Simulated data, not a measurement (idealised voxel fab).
Process module name: voxel transistor to metal
Section shown: cut. Width: 205 nm. Cell size: 5 nm, square.
A cross-section in this document is a grid of square cells, and it is written down as bands, the top band listed before the ones below it; a band is made up of one or more rows of cells.
Band: top height; bottom height; in nm. Then, left to right: material with width in nm, for each material. "all across": a single material spanning edge to edge. "air": empty space.
Below 0: as-received wafer, all one material; heights counted from there. Lowest band: no bottom, goes on down, written "0 and below".
The expression "30->40" gives the width at the extremes of the band, the first number at its top row of cells and the second at its bottom row, with the width changing by equal amounts from each row to the next in between.
"remains unaltered" (step): cross-section cells unchanged, all of them.
The entry "Cavities, closed" lists the empty spaces that cover at least 8 cells and have no open path to the top. Each is written as width x height at distance, where the distance is measured from the left edge and all three values are in nm.
Read whatever lies past the settings on a step's line as the simulator's own remark about the step.
Among the settings permitted on a step's line is "overlay nm"; applied to a step with a mask, it specifies the extent to which the mask lay to the right of its planned position, whereas a negative figure signifies a position to the left.
Before/after cross-section pairs, one process step each; after shown to lowest changed band; step and settings beneath. Pairs may be from different runs of this module on the same starting wafer; a pair continues from the one above only where its "Before processing step" entry says so.
-- Before processing step
35 down to 30: 85 nm SiO2 / 5 nm SiN / 5 nm SiO2 / 15 nm SiCN / 5 nm SiO2 / 5 nm SiN / 85 nm SiO2
30 down to 10: 85 nm SiO2 / 5 nm SiN / 5 nm SiO2 / 15 nm polySi / 5 nm SiO2 / 5 nm SiN / 85 nm SiO2
10 down to 0: SiO2 all across
0 down to -35: 50 nm SiO2 / 105 nm Si / 50 nm SiO2
-35 and below: Si all across
Cavities, closed: none
-- Post-Process Section
50 down to 35: SiO2 all across
below 35: unchanged
Cavities, closed: none
So what happened between those two cross-sections up there? DIRECTIONAL_DEP (material SiO2; thk nm 15)
Before processing step: after-step cross-section of the pair just above applies.
-- Post-Process Section
65 down to 50: aC all across
below 50: unchanged
Cavities, closed: none
So what happened between those two cross-sections up there? DIRECTIONAL_DEP (material aC; thk nm 15)
Before processing step: after-step cross-section of the pair just above applies.
-- Post-Process Section
95 down to 65: 55 nm resist / 35 nm air / 25 nm resist / 35 nm air / 55 nm resist
below 65: unchanged
Cavities, closed: none
So what happened between those two cross-sections up there? PATTERN (tone open; mask id CONTACT; material resist; width nm 35; pitch nm 60; thk nm 30; overlay nm 0)
Before processing step: after-step cross-section of the pair just above applies.
-- Post-Process Section
80 down to 65: 55 nm resist / 35 nm air / 25 nm resist / 35 nm air / 55 nm resist
65 down to 50: 55 nm aC / 35 nm air / 25 nm aC / 35 nm air / 55 nm aC
below 50: unchanged
Cavities, closed: none
So what happened between those two cross-sections up there? DIRECTIONAL_ETCH (etch materials aC; depth nm 15)
Before processing step: after-step cross-section of the pair just above applies.
-- Post-Process Section
65 down to 50: 55 nm aC / 35 nm air / 25 nm aC / 35 nm air / 55 nm aC
below 50: unchanged
Cavities, closed: none
So what happened between those two cross-sections up there? STRIP (etch materials resist)
Before processing step: after-step cross-section of the pair just above applies.
-- Post-Process Section
65 down to 50: 55 nm aC / 35 nm air / 25 nm aC / 35 nm air / 55 nm aC
50 down to 35: 55 nm SiO2 / 35 nm air / 25 nm SiO2 / 35 nm air / 55 nm SiO2
35 down to 30: 55 nm SiO2 / 30 nm air / 5 nm SiN / 5 nm SiO2 / 15 nm SiCN / 5 nm SiO2 / 5 nm SiN / 30 nm air / 55 nm SiO2
30 down to 10: 55 nm SiO2 / 30 nm air / 5 nm SiN / 5 nm SiO2 / 15 nm polySi / 5 nm SiO2 / 5 nm SiN / 30 nm air / 55 nm SiO2
below 10: unchanged
Cavities, closed: none
So what happened between those two cross-sections up there? DIRECTIONAL_ETCH (etch materials SiO2; depth nm 40)
Before processing step: after-step cross-section of the pair just above applies.
-- Post-Process Section
50 down to 35: 55 nm SiO2 / 35 nm air / 25 nm SiO2 / 35 nm air / 55 nm SiO2
below 35: unchanged
Cavities, closed: none
So what happened between those two cross-sections up there? STRIP (etch materials aC)
Before processing step: after-step cross-section of the pair just above applies.
-- Post-Process Section
55 down to 50: 60 nm TiN / 25 nm air / 35 nm TiN / 25 nm air / 60 nm TiN
50 down to 40: 55 nm SiO2 / 5 nm TiN / 25 nm air / 5 nm TiN / 25 nm SiO2 / 5 nm TiN / 25 nm air / 5 nm TiN / 55 nm SiO2
40 down to 35: 55 nm SiO2 / 5 nm TiN / 20 nm air / 10 nm TiN / 25 nm SiO2 / 10 nm TiN / 20 nm air / 5 nm TiN / 55 nm SiO2
35 down to 30: 55 nm SiO2 / 5 nm TiN / 20 nm air / 5 nm TiN / 5 nm SiN / 5 nm SiO2 / 15 nm SiCN / 5 nm SiO2 / 5 nm SiN / 5 nm TiN / 20 nm air / 5 nm TiN / 55 nm SiO2
30 down to 15: 55 nm SiO2 / 5 nm TiN / 20 nm air / 5 nm TiN / 5 nm SiN / 5 nm SiO2 / 15 nm polySi / 5 nm SiO2 / 5 nm SiN / 5 nm TiN / 20 nm air / 5 nm TiN / 55 nm SiO2
15 down to 10: 55 nm SiO2 / 30 nm TiN / 5 nm SiN / 5 nm SiO2 / 15 nm polySi / 5 nm SiO2 / 5 nm SiN / 30 nm TiN / 55 nm SiO2
below 10: unchanged
Cavities, closed: none
So what happened between those two cross-sections up there? CONFORMAL_DEP (material TiN; thk nm 5)
Before processing step: after-step cross-section of the pair just above applies.
-- Post-Process Section
65 down to 55: Ru all across
55 down to 50: 60 nm TiN / 25 nm Ru / 35 nm TiN / 25 nm Ru / 60 nm TiN
50 down to 40: 55 nm SiO2 / 5 nm TiN / 25 nm Ru / 5 nm TiN / 25 nm SiO2 / 5 nm TiN / 25 nm Ru / 5 nm TiN / 55 nm SiO2
40 down to 35: 55 nm SiO2 / 5 nm TiN / 20 nm Ru / 10 nm TiN / 25 nm SiO2 / 10 nm TiN / 20 nm Ru / 5 nm TiN / 55 nm SiO2
35 down to 30: 55 nm SiO2 / 5 nm TiN / 20 nm Ru / 5 nm TiN / 5 nm SiN / 5 nm SiO2 / 15 nm SiCN / 5 nm SiO2 / 5 nm SiN / 5 nm TiN / 20 nm Ru / 5 nm TiN / 55 nm SiO2
30 down to 15: 55 nm SiO2 / 5 nm TiN / 20 nm Ru / 5 nm TiN / 5 nm SiN / 5 nm SiO2 / 15 nm polySi / 5 nm SiO2 / 5 nm SiN / 5 nm TiN / 20 nm Ru / 5 nm TiN / 55 nm SiO2
below 15: unchanged
Cavities, closed: none
So what happened between those two cross-sections up there? FILL_DEP (material Ru; thk nm 10)
Before processing step: after-step cross-section of the pair just above applies.
-- Post-Process Section
50 down to 40: 55 nm SiO2 / 5 nm TiN / 25 nm Ru / 5 nm TiN / 25 nm SiO2 / 5 nm TiN / 25 nm Ru / 5 nm TiN / 55 nm SiO2
below 40: unchanged
Cavities, closed: none
So what happened between those two cross-sections up there? CMP (height nm 50)
Before processing step: after-step cross-section of the pair just above applies.
-- Post-Process Section
55 down to 50: TiN all across
below 50: unchanged
Cavities, closed: none
So what happened between those two cross-sections up there? DIRECTIONAL_DEP (material TiN; thk nm 5)
Before processing step: after-step cross-section of the pair just above applies.
-- Post-Process Section
70 down to 55: W all across
below 55: unchanged
Cavities, closed: none
So what happened between those two cross-sections up there? DIRECTIONAL_DEP (material W; thk nm 15)
Before processing step: after-step cross-section of the pair just above applies.
-- Post-Process Section
85 down to 70: 55 nm air / 20 nm resist / 55 nm air / 20 nm resist / 55 nm air
below 70: unchanged
Cavities, closed: none
So what happened between those two cross-sections up there? PATTERN (tone cover; mask id METAL_1; material resist; width nm 20; pitch nm 75; thk nm 15; overlay nm 0)
Before processing step: after-step cross-section of the pair just above applies.
-- Post-Process Section
85 down to 70: 55 nm air / 20 nm resist / 55 nm air / 20 nm resist / 55 nm air
70 down to 55: 55 nm air / 20 nm W / 55 nm air / 20 nm W / 55 nm air
below 55: unchanged
Cavities, closed: none
So what happened between those two cross-sections up there? DIRECTIONAL_ETCH (etch materials W; depth nm 15)
Before processing step: after-step cross-section of the pair just above applies.
-- Post-Process Section
85 down to 70: 55 nm air / 20 nm resist / 55 nm air / 20 nm resist / 55 nm air
70 down to 55: 55 nm air / 20 nm W / 55 nm air / 20 nm W / 55 nm air
55 down to 50: 55 nm air / 20 nm TiN / 55 nm air / 20 nm TiN / 55 nm air
below 50: unchanged
Cavities, closed: none
So what happened between those two cross-sections up there? DIRECTIONAL_ETCH (etch materials TiN; depth nm 5)
Before processing step: after-step cross-section of the pair just above applies.
-- Post-Process Section
70 down to 55: 55 nm air / 20 nm W / 55 nm air / 20 nm W / 55 nm air
below 55: unchanged
Cavities, closed: none
So what happened between those two cross-sections up there? STRIP (etch materials resist)
Before processing step: after-step cross-section of the pair just above applies.
-- Post-Process Section
75 down to 70: lowk all across
70 down to 55: 55 nm lowk / 20 nm W / 55 nm lowk / 20 nm W / 55 nm lowk
55 down to 50: 55 nm lowk / 20 nm TiN / 55 nm lowk / 20 nm TiN / 55 nm lowk
below 50: unchanged
Cavities, closed: none
So what happened between those two cross-sections up there? FILL_DEP (material lowk; thk nm 5)
Before processing step: after-step cross-section of the pair just above applies.
-- Post-Process Section
70 down to 55: 55 nm lowk / 20 nm W / 55 nm lowk / 20 nm W / 55 nm lowk
below 55: unchanged
Cavities, closed: none
So what happened between those two cross-sections up there? CMP (height nm 70)
Before processing step: after-step cross-section of the pair just above applies.
-- Post-Process Section
75 down to 70: SiN all across
below 70: unchanged
Cavities, closed: none
So what happened between those two cross-sections up there? CONFORMAL_DEP (material SiN; thk nm 5)
-- Before processing step
45 down to 35: 45 nm SiCN / 115 nm air / 45 nm SiCN
35 down to 30: SiCN all across
30 down to 20: 45 nm polySi / 115 nm SiCN / 45 nm polySi
20 down to 10: polySi all across
10 down to 0: 45 nm SiO2 / 115 nm polySi / 45 nm SiO2
0 down to -5: SiO2 all across
-5 down to -35: 50 nm SiO2 / 105 nm Si / 50 nm SiO2
-35 and below: Si all across
Cavities, closed: none
-- Post-Process Section
60 down to 50: 45 nm SiCN / 115 nm air / 45 nm SiCN
50 down to 30: SiCN all across
below 30: unchanged
Cavities, closed: none
So what happened between those two cross-sections up there? DIRECTIONAL_DEP (material SiCN; thk nm 15)
Before processing step: after-step cross-section of the pair just above applies.
-- Post-Process Section
70 down to 60: 45 nm aC / 115 nm air / 45 nm aC
60 down to 50: 45 nm SiCN / 115 nm aC / 45 nm SiCN
below 50: unchanged
Cavities, closed: none
So what happened between those two cross-sections up there? DIRECTIONAL_DEP (material aC; thk nm 10)
Before processing step: after-step cross-section of the pair just above applies.
-- Post-Process Section
100 down to 70: 95 nm air / 15 nm resist / 95 nm air
70 down to 60: 45 nm aC / 50 nm air / 15 nm resist / 50 nm air / 45 nm aC
below 60: unchanged
Cavities, closed: none
So what happened between those two cross-sections up there? PATTERN (tone cover; mask id GATE; material resist; width nm 15; thk nm 30; overlay nm 0)
Before processing step: after-step cross-section of the pair just above applies.
-- Post-Process Section
90 down to 60: 95 nm air / 15 nm resist / 95 nm air
60 down to 50: 45 nm SiCN / 50 nm air / 15 nm aC / 50 nm air / 45 nm SiCN
below 50: unchanged
Cavities, closed: none
So what happened between those two cross-sections up there? DIRECTIONAL_ETCH (etch materials aC; depth nm 10)
Before processing step: after-step cross-section of the pair just above applies.
-- Post-Process Section
60 down to 50: 45 nm SiCN / 50 nm air / 15 nm aC / 50 nm air / 45 nm SiCN
below 50: unchanged
Cavities, closed: none
So what happened between those two cross-sections up there? STRIP (etch materials resist)
Before processing step: after-step cross-section of the pair just above applies.
-- Post-Process Section
60 down to 50: 95 nm air / 15 nm aC / 95 nm air
50 down to 35: 95 nm air / 15 nm SiCN / 95 nm air
35 down to 30: 45 nm SiCN / 50 nm air / 15 nm SiCN / 50 nm air / 45 nm SiCN
30 down to 25: 45 nm polySi / 50 nm air / 15 nm SiCN / 50 nm air / 45 nm polySi
below 25: unchanged
Cavities, closed: none
So what happened between those two cross-sections up there? DIRECTIONAL_ETCH (etch materials SiCN; depth nm 25)
Before processing step: after-step cross-section of the pair just above applies.
-- Post-Process Section
50 down to 35: 95 nm air / 15 nm SiCN / 95 nm air
below 35: unchanged
Cavities, closed: none
So what happened between those two cross-sections up there? STRIP (etch materials aC)
Before processing step: after-step cross-section of the pair just above applies.
-- Post-Process Section
55 down to 50: 90 nm air / 25 nm SiO2 / 90 nm air
50 down to 40: 90 nm air / 5 nm SiO2 / 15 nm SiCN / 5 nm SiO2 / 90 nm air
40 down to 35: 50 nm SiO2 / 40 nm air / 5 nm SiO2 / 15 nm SiCN / 5 nm SiO2 / 40 nm air / 50 nm SiO2
35 down to 30: 45 nm SiCN / 5 nm SiO2 / 40 nm air / 5 nm SiO2 / 15 nm SiCN / 5 nm SiO2 / 40 nm air / 5 nm SiO2 / 45 nm SiCN
30 down to 25: 45 nm polySi / 50 nm SiO2 / 15 nm SiCN / 50 nm SiO2 / 45 nm polySi
below 25: unchanged
Cavities, closed: none
So what happened between those two cross-sections up there? CONFORMAL_DEP (material SiO2; thk nm 5)
Before processing step: after-step cross-section of the pair just above applies.
-- Post-Process Section
50 down to 35: 90 nm air / 5 nm SiO2 / 15 nm SiCN / 5 nm SiO2 / 90 nm air
35 down to 30: 45 nm SiCN / 5 nm SiO2 / 40 nm air / 5 nm SiO2 / 15 nm SiCN / 5 nm SiO2 / 40 nm air / 5 nm SiO2 / 45 nm SiCN
30 down to 25: 45 nm polySi / 5 nm SiO2 / 40 nm air / 5 nm SiO2 / 15 nm SiCN / 5 nm SiO2 / 40 nm air / 5 nm SiO2 / 45 nm polySi
below 25: unchanged
Cavities, closed: none
So what happened between those two cross-sections up there? DIRECTIONAL_ETCH (etch materials SiO2; depth nm 5)
Before processing step: after-step cross-section of the pair just above applies.
-- Post-Process Section
55 down to 50: 85 nm air / 35 nm SiN / 85 nm air
50 down to 40: 85 nm air / 5 nm SiN / 5 nm SiO2 / 15 nm SiCN / 5 nm SiO2 / 5 nm SiN / 85 nm air
40 down to 35: 55 nm SiN / 30 nm air / 5 nm SiN / 5 nm SiO2 / 15 nm SiCN / 5 nm SiO2 / 5 nm SiN / 30 nm air / 55 nm SiN
35 down to 30: 45 nm SiCN / 5 nm SiO2 / 5 nm SiN / 30 nm air / 5 nm SiN / 5 nm SiO2 / 15 nm SiCN / 5 nm SiO2 / 5 nm SiN / 30 nm air / 5 nm SiN / 5 nm SiO2 / 45 nm SiCN
30 down to 25: 45 nm polySi / 5 nm SiO2 / 40 nm SiN / 5 nm SiO2 / 15 nm SiCN / 5 nm SiO2 / 40 nm SiN / 5 nm SiO2 / 45 nm polySi
below 25: unchanged
Cavities, closed: none
So what happened between those two cross-sections up there? CONFORMAL_DEP (material SiN; thk nm 5)
Before processing step: after-step cross-section of the pair just above applies.
-- Post-Process Section
50 down to 35: 85 nm air / 5 nm SiN / 5 nm SiO2 / 15 nm SiCN / 5 nm SiO2 / 5 nm SiN / 85 nm air
35 down to 30: 45 nm SiCN / 5 nm SiO2 / 5 nm SiN / 30 nm air / 5 nm SiN / 5 nm SiO2 / 15 nm SiCN / 5 nm SiO2 / 5 nm SiN / 30 nm air / 5 nm SiN / 5 nm SiO2 / 45 nm SiCN
30 down to 25: 45 nm polySi / 5 nm SiO2 / 5 nm SiN / 30 nm air / 5 nm SiN / 5 nm SiO2 / 15 nm SiCN / 5 nm SiO2 / 5 nm SiN / 30 nm air / 5 nm SiN / 5 nm SiO2 / 45 nm polySi
below 25: unchanged
Cavities, closed: none
So what happened between those two cross-sections up there? DIRECTIONAL_ETCH (etch materials SiN; depth nm 5)
Before processing step: after-step cross-section of the pair just above applies.
-- Post-Process Section
50 down to 45: 85 nm air / 5 nm SiN / 5 nm air / 15 nm SiCN / 5 nm air / 5 nm SiN / 85 nm air
45 down to 35: 85 nm air / 5 nm SiN / 5 nm SiO2 / 15 nm SiCN / 5 nm SiO2 / 5 nm SiN / 85 nm air
35 down to 30: 45 nm SiCN / 5 nm air / 5 nm SiN / 30 nm air / 5 nm SiN / 5 nm SiO2 / 15 nm SiCN / 5 nm SiO2 / 5 nm SiN / 30 nm air / 5 nm SiN / 5 nm air / 45 nm SiCN
below 30: unchanged
Cavities, closed: none
So what happened between those two cross-sections up there? DIRECTIONAL_ETCH (etch materials SiO2; depth nm 5)
Before processing step: after-step cross-section of the pair just above applies.
-- Post-Process Section
55 down to 50: SiO2 all across
50 down to 35: 85 nm SiO2 / 5 nm SiN / 5 nm SiO2 / 15 nm SiCN / 5 nm SiO2 / 5 nm SiN / 85 nm SiO2
35 down to 30: 45 nm SiCN / 5 nm SiO2 / 5 nm SiN / 30 nm SiO2 / 5 nm SiN / 5 nm SiO2 / 15 nm SiCN / 5 nm SiO2 / 5 nm SiN / 30 nm SiO2 / 5 nm SiN / 5 nm SiO2 / 45 nm SiCN
30 down to 25: 45 nm polySi / 5 nm SiO2 / 5 nm SiN / 30 nm SiO2 / 5 nm SiN / 5 nm SiO2 / 15 nm SiCN / 5 nm SiO2 / 5 nm SiN / 30 nm SiO2 / 5 nm SiN / 5 nm SiO2 / 45 nm polySi
below 25: unchanged
Cavities, closed: none
So what happened between those two cross-sections up there? FILL_DEP (material SiO2; thk nm 5)
Before processing step: after-step cross-section of the pair just above applies.
-- Post-Process Section
35 down to 30: 45 nm SiCN / 5 nm SiO2 / 5 nm SiN / 30 nm SiO2 / 5 nm SiN / 5 nm SiO2 / 15 nm SiCN / 5 nm SiO2 / 5 nm SiN / 30 nm SiO2 / 5 nm SiN / 5 nm SiO2 / 45 nm SiCN
below 30: unchanged
Cavities, closed: none
So what happened between those two cross-sections up there? CMP (height nm 35)
Before processing step: after-step cross-section of the pair just above applies.
-- Post-Process Section
50 down to 35: SiO2 all across
below 35: unchanged
Cavities, closed: none
So what happened between those two cross-sections up there? DIRECTIONAL_DEP (material SiO2; thk nm 15)
Before processing step: after-step cross-section of the pair just above applies.
-- Post-Process Section
65 down to 50: aC all across
below 50: unchanged
Cavities, closed: none
So what happened between those two cross-sections up there? DIRECTIONAL_DEP (material aC; thk nm 15)
Before processing step: after-step cross-section of the pair just above applies.
-- Post-Process Section
95 down to 65: 55 nm resist / 35 nm air / 25 nm resist / 35 nm air / 55 nm resist
below 65: unchanged
Cavities, closed: none
So what happened between those two cross-sections up there? PATTERN (tone open; mask id CONTACT; material resist; width nm 35; pitch nm 60; thk nm 30; overlay nm 0)
Before processing step: after-step cross-section of the pair just above applies.
-- Post-Process Section
80 down to 65: 55 nm resist / 35 nm air / 25 nm resist / 35 nm air / 55 nm resist
65 down to 50: 55 nm aC / 35 nm air / 25 nm aC / 35 nm air / 55 nm aC
below 50: unchanged
Cavities, closed: none
So what happened between those two cross-sections up there? DIRECTIONAL_ETCH (etch materials aC; depth nm 15)
Before processing step: after-step cross-section of the pair just above applies.
-- Post-Process Section
65 down to 50: 55 nm aC / 35 nm air / 25 nm aC / 35 nm air / 55 nm aC
below 50: unchanged
Cavities, closed: none
So what happened between those two cross-sections up there? STRIP (etch materials resist)
Before processing step: after-step cross-section of the pair just above applies.
-- Post-Process Section
65 down to 50: 55 nm aC / 35 nm air / 25 nm aC / 35 nm air / 55 nm aC
50 down to 35: 55 nm SiO2 / 35 nm air / 25 nm SiO2 / 35 nm air / 55 nm SiO2
35 down to 30: 45 nm SiCN / 5 nm SiO2 / 5 nm SiN / 30 nm air / 5 nm SiN / 5 nm SiO2 / 15 nm SiCN / 5 nm SiO2 / 5 nm SiN / 30 nm air / 5 nm SiN / 5 nm SiO2 / 45 nm SiCN
30 down to 25: 45 nm polySi / 5 nm SiO2 / 5 nm SiN / 30 nm air / 5 nm SiN / 5 nm SiO2 / 15 nm SiCN / 5 nm SiO2 / 5 nm SiN / 30 nm air / 5 nm SiN / 5 nm SiO2 / 45 nm polySi
below 25: unchanged
Cavities, closed: none
So what happened between those two cross-sections up there? DIRECTIONAL_ETCH (etch materials SiO2; depth nm 40)
Before processing step: after-step cross-section of the pair just above applies.
-- Post-Process Section
50 down to 35: 55 nm SiO2 / 35 nm air / 25 nm SiO2 / 35 nm air / 55 nm SiO2
below 35: unchanged
Cavities, closed: none
So what happened between those two cross-sections up there? STRIP (etch materials aC)
Before processing step: after-step cross-section of the pair just above applies.
-- Post-Process Section
55 down to 50: 60 nm TiN / 25 nm air / 35 nm TiN / 25 nm air / 60 nm TiN
50 down to 40: 55 nm SiO2 / 5 nm TiN / 25 nm air / 5 nm TiN / 25 nm SiO2 / 5 nm TiN / 25 nm air / 5 nm TiN / 55 nm SiO2
40 down to 35: 55 nm SiO2 / 5 nm TiN / 20 nm air / 10 nm TiN / 25 nm SiO2 / 10 nm TiN / 20 nm air / 5 nm TiN / 55 nm SiO2
35 down to 30: 45 nm SiCN / 5 nm SiO2 / 5 nm SiN / 5 nm TiN / 20 nm air / 5 nm TiN / 5 nm SiN / 5 nm SiO2 / 15 nm SiCN / 5 nm SiO2 / 5 nm SiN / 5 nm TiN / 20 nm air / 5 nm TiN / 5 nm SiN / 5 nm SiO2 / 45 nm SiCN
30 down to 25: 45 nm polySi / 5 nm SiO2 / 5 nm SiN / 30 nm TiN / 5 nm SiN / 5 nm SiO2 / 15 nm SiCN / 5 nm SiO2 / 5 nm SiN / 30 nm TiN / 5 nm SiN / 5 nm SiO2 / 45 nm polySi
below 25: unchanged
Cavities, closed: none
So what happened between those two cross-sections up there? CONFORMAL_DEP (material TiN; thk nm 5)
Before processing step: after-step cross-section of the pair just above applies.
-- Post-Process Section
65 down to 55: Ru all across
55 down to 50: 60 nm TiN / 25 nm Ru / 35 nm TiN / 25 nm Ru / 60 nm TiN
50 down to 40: 55 nm SiO2 / 5 nm TiN / 25 nm Ru / 5 nm TiN / 25 nm SiO2 / 5 nm TiN / 25 nm Ru / 5 nm TiN / 55 nm SiO2
40 down to 35: 55 nm SiO2 / 5 nm TiN / 20 nm Ru / 10 nm TiN / 25 nm SiO2 / 10 nm TiN / 20 nm Ru / 5 nm TiN / 55 nm SiO2
35 down to 30: 45 nm SiCN / 5 nm SiO2 / 5 nm SiN / 5 nm TiN / 20 nm Ru / 5 nm TiN / 5 nm SiN / 5 nm SiO2 / 15 nm SiCN / 5 nm SiO2 / 5 nm SiN / 5 nm TiN / 20 nm Ru / 5 nm TiN / 5 nm SiN / 5 nm SiO2 / 45 nm SiCN
below 30: unchanged
Cavities, closed: none
So what happened between those two cross-sections up there? FILL_DEP (material Ru; thk nm 10)
Before processing step: after-step cross-section of the pair just above applies.
-- Post-Process Section
50 down to 40: 55 nm SiO2 / 5 nm TiN / 25 nm Ru / 5 nm TiN / 25 nm SiO2 / 5 nm TiN / 25 nm Ru / 5 nm TiN / 55 nm SiO2
below 40: unchanged
Cavities, closed: none
So what happened between those two cross-sections up there? CMP (height nm 50)
Before processing step: after-step cross-section of the pair just above applies.
-- Post-Process Section
55 down to 50: TiN all across
below 50: unchanged
Cavities, closed: none
So what happened between those two cross-sections up there? DIRECTIONAL_DEP (material TiN; thk nm 5)
Before processing step: after-step cross-section of the pair just above applies.
-- Post-Process Section
70 down to 55: W all across
below 55: unchanged
Cavities, closed: none
So what happened between those two cross-sections up there? DIRECTIONAL_DEP (material W; thk nm 15)
Before processing step: after-step cross-section of the pair just above applies.
-- Post-Process Section
85 down to 70: 55 nm air / 20 nm resist / 55 nm air / 20 nm resist / 55 nm air
below 70: unchanged
Cavities, closed: none
So what happened between those two cross-sections up there? PATTERN (tone cover; mask id METAL_1; material resist; width nm 20; pitch nm 75; thk nm 15; overlay nm 0)
Before processing step: after-step cross-section of the pair just above applies.
-- Post-Process Section
85 down to 70: 55 nm air / 20 nm resist / 55 nm air / 20 nm resist / 55 nm air
70 down to 55: 55 nm air / 20 nm W / 55 nm air / 20 nm W / 55 nm air
below 55: unchanged
Cavities, closed: none
So what happened between those two cross-sections up there? DIRECTIONAL_ETCH (etch materials W; depth nm 15)
Before processing step: after-step cross-section of the pair just above applies.
-- Post-Process Section
85 down to 70: 55 nm air / 20 nm resist / 55 nm air / 20 nm resist / 55 nm air
70 down to 55: 55 nm air / 20 nm W / 55 nm air / 20 nm W / 55 nm air
55 down to 50: 55 nm air / 20 nm TiN / 55 nm air / 20 nm TiN / 55 nm air
below 50: unchanged
Cavities, closed: none
So what happened between those two cross-sections up there? DIRECTIONAL_ETCH (etch materials TiN; depth nm 5)
Before processing step: after-step cross-section of the pair just above applies.
-- Post-Process Section
70 down to 55: 55 nm air / 20 nm W / 55 nm air / 20 nm W / 55 nm air
below 55: unchanged
Cavities, closed: none
So what happened between those two cross-sections up there? STRIP (etch materials resist)
Before processing step: after-step cross-section of the pair just above applies.
-- Post-Process Section
75 down to 70: lowk all across
70 down to 55: 55 nm lowk / 20 nm W / 55 nm lowk / 20 nm W / 55 nm lowk
55 down to 50: 55 nm lowk / 20 nm TiN / 55 nm lowk / 20 nm TiN / 55 nm lowk
below 50: unchanged
Cavities, closed: none
So what happened between those two cross-sections up there? FILL_DEP (material lowk; thk nm 5)
Before processing step: after-step cross-section of the pair just above applies.
-- Post-Process Section
70 down to 55: 55 nm lowk / 20 nm W / 55 nm lowk / 20 nm W / 55 nm lowk
below 55: unchanged
Cavities, closed: none
So what happened between those two cross-sections up there? CMP (height nm 70)
Before processing step: after-step cross-section of the pair just above applies.
-- Post-Process Section
75 down to 70: SiN all across
below 70: unchanged
Cavities, closed: none
So what happened between those two cross-sections up there? CONFORMAL_DEP (material SiN; thk nm 5)
-- Before processing step
20 down to 5: 50 nm SiO2 / 105 nm SiN / 50 nm SiO2
5 down to 0: SiO2 all across
0 down to -35: 50 nm SiO2 / 105 nm Si / 50 nm SiO2
-35 and below: Si all across
Cavities, closed: none
-- Post-Process Section
20 down to 5: 50 nm SiO2 / 105 nm air / 50 nm SiO2
below 5: unchanged
Cavities, closed: none
So what happened between those two cross-sections up there? STRIP (etch materials SiN)
Before processing step: after-step cross-section of the pair just above applies.
-- Post-Process Section
15 down to 0: 45 nm SiO2 / 115 nm air / 45 nm SiO2
below 0: unchanged
Cavities, closed: none
So what happened between those two cross-sections up there? SELECTIVE_ETCH (etch materials SiO2; depth nm 5)
Before processing step: after-step cross-section of the pair just above applies.
-- Post-Process Section
10 down to 0: 40 nm SiO2 / 125 nm air / 40 nm SiO2
0 down to -5: 40 nm SiO2 / 10 nm air / 105 nm Si / 10 nm air / 40 nm SiO2
below -5: unchanged
Cavities, closed: none
So what happened between those two cross-sections up there? SELECTIVE_ETCH (etch materials SiO2; depth nm 5)
Before processing step: after-step cross-section of the pair just above applies.
-- Post-Process Section
10 down to 0: 40 nm SiO2 / 125 nm air / 40 nm SiO2
0 down to -5: 40 nm SiO2 / 10 nm air / 105 nm SiO2 / 10 nm air / 40 nm SiO2
-5 down to -10: 55 nm SiO2 / 95 nm Si / 55 nm SiO2
below -10: unchanged
Cavities, closed: none
So what happened between those two cross-sections up there? OXIDIZE (depth nm 5)
Before processing step: after-step cross-section of the pair just above applies.
-- Post-Process Section
30 down to 20: 40 nm polySi / 125 nm air / 40 nm polySi
20 down to 15: 40 nm polySi / 10 nm air / 105 nm polySi / 10 nm air / 40 nm polySi
15 down to 10: polySi all across
10 down to 0: 40 nm SiO2 / 125 nm polySi / 40 nm SiO2
0 down to -5: 40 nm SiO2 / 10 nm polySi / 105 nm SiO2 / 10 nm polySi / 40 nm SiO2
below -5: unchanged
Cavities, closed: none
So what happened between those two cross-sections up there? DIRECTIONAL_DEP (material polySi; thk nm 20)
Before processing step: after-step cross-section of the pair just above applies.
-- Post-Process Section
45 down to 35: 40 nm SiCN / 125 nm air / 40 nm SiCN
35 down to 30: 40 nm SiCN / 10 nm air / 105 nm SiCN / 10 nm air / 40 nm SiCN
30 down to 20: 40 nm polySi / 125 nm SiCN / 40 nm polySi
20 down to 15: 40 nm polySi / 10 nm SiCN / 105 nm polySi / 10 nm SiCN / 40 nm polySi
below 15: unchanged
Cavities, closed: none
So what happened between those two cross-sections up there? DIRECTIONAL_DEP (material SiCN; thk nm 15)
Before processing step: after-step cross-section of the pair just above applies.
-- Post-Process Section
55 down to 45: 40 nm aC / 125 nm air / 40 nm aC
45 down to 40: 40 nm SiCN / 10 nm air / 105 nm aC / 10 nm air / 40 nm SiCN
40 down to 35: 40 nm SiCN / 125 nm aC / 40 nm SiCN
35 down to 30: 40 nm SiCN / 10 nm aC / 105 nm SiCN / 10 nm aC / 40 nm SiCN
below 30: unchanged
Cavities, closed: none
So what happened between those two cross-sections up there? DIRECTIONAL_DEP (material aC; thk nm 10)
Before processing step: after-step cross-section of the pair just above applies.
-- Post-Process Section
85 down to 55: 95 nm air / 15 nm resist / 95 nm air
55 down to 45: 40 nm aC / 55 nm air / 15 nm resist / 55 nm air / 40 nm aC
below 45: unchanged
Cavities, closed: none
So what happened between those two cross-sections up there? PATTERN (tone cover; mask id GATE; material resist; width nm 15; thk nm 30; overlay nm 0)
Before processing step: after-step cross-section of the pair just above applies.
-- Post-Process Section
75 down to 45: 95 nm air / 15 nm resist / 95 nm air
45 down to 35: 40 nm SiCN / 55 nm air / 15 nm aC / 55 nm air / 40 nm SiCN
35 down to 30: 40 nm SiCN / 10 nm air / 105 nm SiCN / 10 nm air / 40 nm SiCN
below 30: unchanged
Cavities, closed: none
So what happened between those two cross-sections up there? DIRECTIONAL_ETCH (etch materials aC; depth nm 10)
Before processing step: after-step cross-section of the pair just above applies.
-- Post-Process Section
45 down to 35: 40 nm SiCN / 55 nm air / 15 nm aC / 55 nm air / 40 nm SiCN
below 35: unchanged
Cavities, closed: none
So what happened between those two cross-sections up there? STRIP (etch materials resist)
Before processing step: after-step cross-section of the pair just above applies.
-- Post-Process Section
45 down to 35: 95 nm air / 15 nm aC / 95 nm air
35 down to 30: 95 nm air / 15 nm SiCN / 95 nm air
30 down to 20: 40 nm polySi / 55 nm air / 15 nm SiCN / 55 nm air / 40 nm polySi
20 down to 15: 40 nm polySi / 10 nm air / 105 nm polySi / 10 nm air / 40 nm polySi
below 15: unchanged
Cavities, closed: none
So what happened between those two cross-sections up there? DIRECTIONAL_ETCH (etch materials SiCN; depth nm 25)
